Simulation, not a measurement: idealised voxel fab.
You're looking at the process module voxel transistor to metal.
Pictured: cross-section cut, 205 nm wide, on a grid of 5 nm square cells.
When this document writes out a cross-section, it uses a grid of square cells and lists it as bands, beginning at the top and moving down, with a band standing for one or more rows of cells. Look at the band entry: it leads with the top's height and the bottom's height in nm. Then it lists the materials left to right, with a width in nm for each. The word "full width" on a single material says that material fills the band edge to edge. The word "blank" is empty space. Ref level 0: as-received wafer is one material below here. Bottom band extends down with no lower bound ("z 0 and below"). Width: "30..40" (first number = top row, second number = bottom row, same change from row to row of cells). When a step is marked "nothing different", none of the cells in the cross-section changed during that step. "Enclosed void inventory" - sealed voids, min. 8 cells, no opening to top; format: width x height at distance (distance from left edge; nm throughout). On each step's line, the part that comes after the settings is the simulator's own comment on the step. Each step line may optionally specify "overlay nm", which for a step with a mask gives the rightward distance between the mask's planned place and where it lay, a negative value indicating the leftward direction.

# Process steps (planned)
1 RECEIVE | material Si
2 OXIDIZE | depth nm 5
3 CONFORMAL_DEP | material SiN | thk nm 10
4 DIRECTIONAL_DEP | material aC | thk nm 10
5 PATTERN | tone cover | mask id ACTIVE | material resist | width nm 100 | thk nm 25 | overlay nm 0
6 DIRECTIONAL_ETCH | etch materials aC | depth nm 10
7 STRIP | etch materials resist
8 DIRECTIONAL_ETCH | etch materials SiN | depth nm 10
9 DIRECTIONAL_ETCH | etch materials SiO2 | depth nm 5
10 DIRECTIONAL_ETCH | etch materials Si | depth nm 35
11 STRIP | etch materials aC
12 OXIDIZE | depth nm 5
13 FILL_DEP | material SiO2 | thk nm 5
14 CMP | height nm 10
15 SELECTIVE_ETCH | etch materials SiO2 | depth nm 10
16 STRIP | etch materials SiN
17 SELECTIVE_ETCH | etch materials SiO2 | depth nm 5
18 OXIDIZE | depth nm 5
19 DIRECTIONAL_DEP | material polySi | thk nm 20
20 DIRECTIONAL_DEP | material SiCN | thk nm 15
21 PATTERN | tone cover | mask id GATE | material resist | width nm 30 | thk nm 15 | overlay nm 0
22 DIRECTIONAL_ETCH | etch materials SiCN | depth nm 25
23 DIRECTIONAL_ETCH | etch materials polySi | depth nm 30
24 STRIP | etch materials resist
25 CONFORMAL_DEP | material SiN | thk nm 10
26 DIRECTIONAL_ETCH | etch materials SiN | depth nm 10
27 DIRECTIONAL_ETCH | etch materials SiO2 | depth nm 5
28 DIRECTIONAL_ETCH | etch materials Si | depth nm 10
29 EPI | material nSi | thk nm 15
30 FILL_DEP | material SiO2 | thk nm 5
31 CMP | height nm 15
32 STRIP | etch materials polySi
33 SELECTIVE_ETCH | etch materials SiO2 | depth nm 5
34 CONFORMAL_DEP | material HfO2 | thk nm 5
35 CONFORMAL_DEP | material TiN | thk nm 5
36 FILL_DEP | material W | thk nm 5
37 CMP | height nm 10
38 DIRECTIONAL_DEP | material SiO2 | thk nm 10
39 PATTERN | tone open | mask id CONTACT | material resist | width nm 15 | pitch nm 75 | thk nm 20 | overlay nm 0
40 DIRECTIONAL_ETCH | etch materials SiO2 | depth nm 25
41 STRIP | etch materials resist
42 CONFORMAL_DEP | material TiN | thk nm 5
43 FILL_DEP | material Ru | thk nm 10
44 CMP | height nm 20
45 DIRECTIONAL_DEP | material TiN | thk nm 5
46 DIRECTIONAL_DEP | material Ru | thk nm 20
47 DIRECTIONAL_DEP | material aC | thk nm 10
48 PATTERN | tone cover | mask id METAL_1 | material resist | width nm 15 | pitch nm 75 | thk nm 25 | overlay nm 0
49 DIRECTIONAL_ETCH | etch materials aC | depth nm 10
50 STRIP | etch materials resist
51 DIRECTIONAL_ETCH | etch materials Ru | depth nm 20
52 DIRECTIONAL_ETCH | etch materials TiN | depth nm 5
53 STRIP | etch materials aC
54 CONFORMAL_DEP | material SiN | thk nm 5
55 FILL_DEP | material lowk | thk nm 10
56 CMP | height nm 45
57 CONFORMAL_DEP | material SiCN | thk nm 5
58 DIRECTIONAL_DEP | material lowk | thk nm 30
59 PATTERN | tone open | mask id METAL_2 | material resist | width nm 15 | pitch nm 75 | thk nm 20 | overlay nm 0
60 DIRECTIONAL_ETCH | etch materials lowk | depth nm 15
61 STRIP | etch materials resist
62 PATTERN | tone open | mask id METAL_2_HOLES | material resist | width nm 15 | pitch nm 75 | thk nm 20 | overlay nm 0
63 DIRECTIONAL_ETCH | etch materials lowk | depth nm 15
64 DIRECTIONAL_ETCH | etch materials SiCN | depth nm 5
65 STRIP | etch materials resist
66 CONFORMAL_DEP | material TiN | thk nm 5
67 FILL_DEP | material Ru | thk nm 5
68 CMP | height nm 80
69 CONFORMAL_DEP | material SiN | thk nm 5

# As-received state of the wafer in cross-section, equivalent to post-step 1
z 0 and below = Si full width
Enclosed void inventory: none

# End-of-module XS, first of two wafers, run as planned
z 85 to 80 = SiN full width
z 80 to 50 = lowk: 55, TiN: 5, Ru: 5, TiN: 5, lowk: 60, TiN: 5, Ru: 5, TiN: 5, lowk: 60
z 50 to 45 = SiCN: 55, TiN: 15, SiCN: 60, TiN: 15, SiCN: 60
z 45 to 25 = lowk: 50, SiN: 5, Ru: 15, SiN: 5, lowk: 50, SiN: 5, Ru: 15, SiN: 5, lowk: 55
z 25 to 20 = SiN: 55, TiN: 15, SiN: 60, TiN: 15, SiN: 60
z 20 to 10 = SiO2: 55, TiN: 5, Ru: 5, TiN: 5, SiO2: 60, TiN: 5, Ru: 5, TiN: 5, SiO2: 60
z 10 to 5 = SiO2: 55, TiN: 15, SiO2: 5, SiN: 10, HfO2: 5, TiN: 5, W: 10, TiN: 5, HfO2: 5, SiN: 10, SiO2: 5, TiN: 15, SiO2: 60
z 5 to 0 = SiO2: 55, TiN: 5, nSi: 15, SiN: 10, HfO2: 5, TiN: 5, W: 10, TiN: 5, HfO2: 5, SiN: 10, nSi: 15, TiN: 5, SiO2: 60
z 0 to -5 = SiO2: 55, TiN: 5, nSi: 15, SiN: 10, HfO2: 5, TiN: 20, HfO2: 5, SiN: 10, nSi: 15, TiN: 5, SiO2: 60
z -5 to -10 = SiO2: 50, nSi: 25, SiO2: 5, HfO2: 40, SiO2: 5, nSi: 25, SiO2: 55
z -10 to -20 = SiO2: 55, nSi: 20, Si: 50, nSi: 20, SiO2: 60
z -20 to -45 = SiO2: 55, Si: 90, SiO2: 60
z -45 and below = Si full width
Enclosed void inventory: none

# End-of-module cross-section of the second wafer: identical starting point and process plan to the first, with one processing mistake
z 85 to 80 = SiN full width
z 80 to 50 = lowk: 55, TiN: 5, Ru: 5, TiN: 5, lowk: 60, TiN: 5, Ru: 5, TiN: 5, lowk: 60
z 50 to 45 = SiCN: 55, TiN: 15, SiCN: 60, TiN: 15, SiCN: 60
z 45 to 25 = lowk: 50, SiN: 5, Ru: 15, SiN: 5, lowk: 50, SiN: 5, Ru: 15, SiN: 5, lowk: 55
z 25 to 20 = SiN: 55, TiN: 15, SiN: 60, TiN: 15, SiN: 60
z 20 to 10 = SiO2: 55, TiN: 5, Ru: 5, TiN: 5, SiO2: 60, TiN: 5, Ru: 5, TiN: 5, SiO2: 60
z 10 to 5 = SiO2: 55, TiN: 15, SiO2: 5, SiN: 10, TiN: 5, W: 20, TiN: 5, SiN: 10, SiO2: 5, TiN: 15, SiO2: 60
z 5 to -5 = SiO2: 55, TiN: 5, nSi: 15, SiN: 10, TiN: 5, W: 20, TiN: 5, SiN: 10, nSi: 15, TiN: 5, SiO2: 60
z -5 to -10 = SiO2: 50, nSi: 25, SiO2: 5, TiN: 40, SiO2: 5, nSi: 25, SiO2: 55
z -10 to -20 = SiO2: 55, nSi: 20, Si: 50, nSi: 20, SiO2: 60
z -20 to -45 = SiO2: 55, Si: 90, SiO2: 60
z -45 and below = Si full width
Enclosed void inventory: none
What was the processing mistake? step 34 was dropped from the plan's execution and never run
It is noted that, at the conclusion of processing, the second wafer exhibits a higher or lower cell count for certain materials relative to the first: 14 fewer of HfO2, 6 more of TiN, 8 more of W
